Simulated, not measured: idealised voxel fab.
process module | voxel gate over fins
cross-section cut | 300 nm wide | cells 5 nm
A cross-section is a grid of square cells, given in bands from the top down. A band is one or more rows of cells.
Each band's line starts with the height of the band's top and of its bottom, in nm. Then come its materials from left to right, each with its width in nm. One material with "throughout" fills the band from edge to edge. "air" is empty space.
Height 0 is the level under which the wafer as received is all one material. The lowest band goes on downwards, as in "0 down".
A width such as "30 to 40" changes by the same amount from each row of cells to the next, from the band's top row to its bottom row.
"no change" after a step means that no cell of the cross-section changed.
closed voids: empty space of 8 cells or more with no open way to the top, each as width x height at its distance from the left edge, in nm
after a step's settings: what the simulator itself notes on the step
overlay nm, on a step with a mask: how far to the right of its planned place the mask lay; to the left if negative
plan
1 op RECEIVE | material Si
2 op CONFORMAL_DEP | material SiN | thk nm 10
3 op DIRECTIONAL_DEP | material aC | thk nm 15
4 op PATTERN | tone cover | mask id FINS | material resist | width nm 15 | pitch nm 40 | thk nm 35 | overlay nm 0
5 op DIRECTIONAL_ETCH | etch materials aC | depth nm 15
6 op STRIP | etch materials resist
7 op DIRECTIONAL_ETCH | etch materials SiN | depth nm 10
8 op DIRECTIONAL_ETCH | etch materials Si | depth nm 30
9 op STRIP | etch materials aC
10 op OXIDIZE | depth nm 5
11 op FILL_DEP | material SiO2 | thk nm 5
12 op CMP | height nm 10
13 op SELECTIVE_ETCH | etch materials SiO2 | depth nm 25
14 op STRIP | etch materials SiN
15 op CONFORMAL_DEP | material HfO2 | thk nm 5
16 op CONFORMAL_DEP | material TiN | thk nm 5
17 op FILL_DEP | material W | thk nm 15
18 op CMP | height nm 20
19 op CONFORMAL_DEP | material SiCN | thk nm 10
first wafer, as planned
as received, after step 1
  0 down: Si throughout
  closed voids: none
after step 2
  10 to 0: SiN throughout
  below 0: unchanged
after step 3
  25 to 10: aC throughout
  below 10: unchanged
after step 4
  60 to 25: air 100 | resist 15 | air 25 | resist 15 | air 25 | resist 15 | air 105
  below 25: unchanged
after step 5
  45 to 25: air 100 | resist 15 | air 25 | resist 15 | air 25 | resist 15 | air 105
  25 to 10: air 100 | aC 15 | air 25 | aC 15 | air 25 | aC 15 | air 105
  below 10: unchanged
after step 6
  25 to 10: air 100 | aC 15 | air 25 | aC 15 | air 25 | aC 15 | air 105
  below 10: unchanged
after step 7
  25 to 10: air 100 | aC 15 | air 25 | aC 15 | air 25 | aC 15 | air 105
  10 to 0: air 100 | SiN 15 | air 25 | SiN 15 | air 25 | SiN 15 | air 105
  below 0: unchanged
after step 8
  25 to 10: air 100 | aC 15 | air 25 | aC 15 | air 25 | aC 15 | air 105
  10 to 0: air 100 | SiN 15 | air 25 | SiN 15 | air 25 | SiN 15 | air 105
  0 to -30: air 100 | Si 15 | air 25 | Si 15 | air 25 | Si 15 | air 105
  below -30: unchanged
after step 9
  10 to 0: air 100 | SiN 15 | air 25 | SiN 15 | air 25 | SiN 15 | air 105
  below 0: unchanged
after step 10
  10 to 0: air 100 | SiN 15 | air 25 | SiN 15 | air 25 | SiN 15 | air 105
  0 to -30: air 100 | SiO2 5 | Si 5 | SiO2 5 | air 25 | SiO2 5 | Si 5 | SiO2 5 | air 25 | SiO2 5 | Si 5 | SiO2 5 | air 105
  -30 to -35: SiO2 105 | Si 5 | SiO2 35 | Si 5 | SiO2 35 | Si 5 | SiO2 110
  below -35: unchanged
after step 11
  15 to 10: SiO2 throughout
  10 to 0: SiO2 100 | SiN 15 | SiO2 25 | SiN 15 | SiO2 25 | SiN 15 | SiO2 105
  0 to -35: SiO2 105 | Si 5 | SiO2 35 | Si 5 | SiO2 35 | Si 5 | SiO2 110
  below -35: unchanged
after step 12
  10 to 0: SiO2 100 | SiN 15 | SiO2 25 | SiN 15 | SiO2 25 | SiN 15 | SiO2 105
  below 0: unchanged
after step 13
  10 to 0: air 100 | SiN 15 | air 25 | SiN 15 | air 25 | SiN 15 | air 105
  0 to -15: air 105 | Si 5 | air 35 | Si 5 | air 35 | Si 5 | air 110
  below -15: unchanged
after step 14
  0 to -15: air 105 | Si 5 | air 35 | Si 5 | air 35 | Si 5 | air 110
  below -15: unchanged
after step 15
  5 to 0: air 100 | HfO2 15 | air 25 | HfO2 15 | air 25 | HfO2 15 | air 105
  0 to -10: air 100 | HfO2 5 | Si 5 | HfO2 5 | air 25 | HfO2 5 | Si 5 | HfO2 5 | air 25 | HfO2 5 | Si 5 | HfO2 5 | air 105
  -10 to -15: HfO2 105 | Si 5 | HfO2 35 | Si 5 | HfO2 35 | Si 5 | HfO2 110
  below -15: unchanged
after step 16
  10 to 5: air 95 | TiN 25 | air 15 | TiN 25 | air 15 | TiN 25 | air 100
  5 to 0: air 95 | TiN 5 | HfO2 15 | TiN 5 | air 15 | TiN 5 | HfO2 15 | TiN 5 | air 15 | TiN 5 | HfO2 15 | TiN 5 | air 100
  0 to -5: air 95 | TiN 5 | HfO2 5 | Si 5 | HfO2 5 | TiN 5 | air 15 | TiN 5 | HfO2 5 | Si 5 | HfO2 5 | TiN 5 | air 15 | TiN 5 | HfO2 5 | Si 5 | HfO2 5 | TiN 5 | air 100
  -5 to -10: TiN 100 | HfO2 5 | Si 5 | HfO2 5 | TiN 25 | HfO2 5 | Si 5 | HfO2 5 | TiN 25 | HfO2 5 | Si 5 | HfO2 5 | TiN 105
  below -10: unchanged
after step 17
  25 to 10: W throughout
  10 to 5: W 95 | TiN 25 | W 15 | TiN 25 | W 15 | TiN 25 | W 100
  5 to 0: W 95 | TiN 5 | HfO2 15 | TiN 5 | W 15 | TiN 5 | HfO2 15 | TiN 5 | W 15 | TiN 5 | HfO2 15 | TiN 5 | W 100
  0 to -5: W 95 | TiN 5 | HfO2 5 | Si 5 | HfO2 5 | TiN 5 | W 15 | TiN 5 | HfO2 5 | Si 5 | HfO2 5 | TiN 5 | W 15 | TiN 5 | HfO2 5 | Si 5 | HfO2 5 | TiN 5 | W 100
  below -5: unchanged
after step 18
  20 to 10: W throughout
  below 10: unchanged
after step 19
  30 to 20: SiCN throughout
  below 20: unchanged
second wafer: like start, like plan, one mistake. Through step 7 it matches the first wafer
when step 8 should have ended
  25 to 10: air 100 | aC 15 | air 25 | aC 15 | air 25 | aC 15 | air 105
  10 to 0: air 100 | SiN 15 | air 25 | SiN 15 | air 25 | SiN 15 | air 105
  0 to -60: air 100 | Si 15 | air 25 | Si 15 | air 25 | Si 15 | air 105
  below -60: unchanged
when step 9 should have ended
  10 to 0: air 100 | SiN 15 | air 25 | SiN 15 | air 25 | SiN 15 | air 105
  below 0: unchanged
when step 10 should have ended
  10 to 0: air 100 | SiN 15 | air 25 | SiN 15 | air 25 | SiN 15 | air 105
  0 to -60: air 100 | SiO2 5 | Si 5 | SiO2 5 | air 25 | SiO2 5 | Si 5 | SiO2 5 | air 25 | SiO2 5 | Si 5 | SiO2 5 | air 105
  -60 to -65: SiO2 105 | Si 5 | SiO2 35 | Si 5 | SiO2 35 | Si 5 | SiO2 110
  below -65: unchanged
when step 11 should have ended
  15 to 10: SiO2 throughout
  10 to 0: SiO2 100 | SiN 15 | SiO2 25 | SiN 15 | SiO2 25 | SiN 15 | SiO2 105
  0 to -65: SiO2 105 | Si 5 | SiO2 35 | Si 5 | SiO2 35 | Si 5 | SiO2 110
  below -65: unchanged
when step 12 should have ended
  10 to 0: SiO2 100 | SiN 15 | SiO2 25 | SiN 15 | SiO2 25 | SiN 15 | SiO2 105
  below 0: unchanged
when step 13 should have ended
  10 to 0: air 100 | SiN 15 | air 25 | SiN 15 | air 25 | SiN 15 | air 105
  0 to -15: air 105 | Si 5 | air 35 | Si 5 | air 35 | Si 5 | air 110
  below -15: unchanged
when step 14 should have ended
  0 to -15: air 105 | Si 5 | air 35 | Si 5 | air 35 | Si 5 | air 110
  below -15: unchanged
when step 15 should have ended
  5 to 0: air 100 | HfO2 15 | air 25 | HfO2 15 | air 25 | HfO2 15 | air 105
  0 to -10: air 100 | HfO2 5 | Si 5 | HfO2 5 | air 25 | HfO2 5 | Si 5 | HfO2 5 | air 25 | HfO2 5 | Si 5 | HfO2 5 | air 105
  -10 to -15: HfO2 105 | Si 5 | HfO2 35 | Si 5 | HfO2 35 | Si 5 | HfO2 110
  below -15: unchanged
when step 16 should have ended
  10 to 5: air 95 | TiN 25 | air 15 | TiN 25 | air 15 | TiN 25 | air 100
  5 to 0: air 95 | TiN 5 | HfO2 15 | TiN 5 | air 15 | TiN 5 | HfO2 15 | TiN 5 | air 15 | TiN 5 | HfO2 15 | TiN 5 | air 100
  0 to -5: air 95 | TiN 5 | HfO2 5 | Si 5 | HfO2 5 | TiN 5 | air 15 | TiN 5 | HfO2 5 | Si 5 | HfO2 5 | TiN 5 | air 15 | TiN 5 | HfO2 5 | Si 5 | HfO2 5 | TiN 5 | air 100
  -5 to -10: TiN 100 | HfO2 5 | Si 5 | HfO2 5 | TiN 25 | HfO2 5 | Si 5 | HfO2 5 | TiN 25 | HfO2 5 | Si 5 | HfO2 5 | TiN 105
  below -10: unchanged
when step 17 should have ended
  25 to 10: W throughout
  10 to 5: W 95 | TiN 25 | W 15 | TiN 25 | W 15 | TiN 25 | W 100
  5 to 0: W 95 | TiN 5 | HfO2 15 | TiN 5 | W 15 | TiN 5 | HfO2 15 | TiN 5 | W 15 | TiN 5 | HfO2 15 | TiN 5 | W 100
  0 to -5: W 95 | TiN 5 | HfO2 5 | Si 5 | HfO2 5 | TiN 5 | W 15 | TiN 5 | HfO2 5 | Si 5 | HfO2 5 | TiN 5 | W 15 | TiN 5 | HfO2 5 | Si 5 | HfO2 5 | TiN 5 | W 100
  below -5: unchanged
when step 18 should have ended
  20 to 10: W throughout
  below 10: unchanged
when step 19 should have ended
  30 to 20: SiCN throughout
  below 20: unchanged
what went wrong: step 8 was run twice
at the end the second wafer has, in cells: 342 fewer of Si | 342 more of SiO2
